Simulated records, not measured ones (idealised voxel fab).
process module | voxel released beams
cross-section cut | 145 nm wide | cells 5 nm
A cross-section is a grid of square cells, given in bands from the top down. A band is one or more rows of cells.
Each band's line starts with the height of the band's top and of its bottom, in nm. Then come its materials from left to right, each with its width in nm. One material with "throughout" fills the band from edge to edge. "air" is empty space.
Height 0 is the level under which the wafer as received is all one material. The lowest band goes on downwards, as in "0 down".
A width such as "30 to 40" changes by the same amount from each row of cells to the next, from the band's top row to its bottom row.
"no change" after a step means that no cell of the cross-section changed.
closed voids: empty space of 8 cells or more with no open way to the top, each as width x height at its distance from the left edge, in nm
after a step's settings: what the simulator itself notes on the step
overlay nm, on a step with a mask: how far to the right of its planned place the mask lay; to the left if negative
plan
1 op RECEIVE | material Si
2 op CONFORMAL_DEP | material Al2O3 | thk nm 10
3 op DIRECTIONAL_DEP | material SiO2 | thk nm 20
4 op DIRECTIONAL_DEP | material aC | thk nm 15
5 op PATTERN | tone open | mask id ANCHOR | material resist | width nm 25 | thk nm 30 | overlay nm 0
6 op DIRECTIONAL_ETCH | etch materials aC | depth nm 15
7 op STRIP | etch materials resist
8 op DIRECTIONAL_ETCH | etch materials SiO2 | depth nm 20
9 op STRIP | etch materials aC
10 op CONFORMAL_DEP | material SiN | thk nm 10
11 op PATTERN | tone cover | mask id BEAM | material resist | width nm 80 | thk nm 15 | overlay nm 0
12 op DIRECTIONAL_ETCH | etch materials SiN | depth nm 10
13 op STRIP | etch materials resist
14 op STRIP | etch materials SiO2
as received, after step 1
  0 down: Si throughout
  closed voids: none
a wafer at the end: this start, this plan, one mistake
  40 to 30: air 30 | SiN 80 | air 35
  30 to 20: Al2O3 throughout
  20 to 0: SiO2 throughout
  0 down: Si throughout
  closed voids: none
what went wrong: steps 2 and 3 were swapped
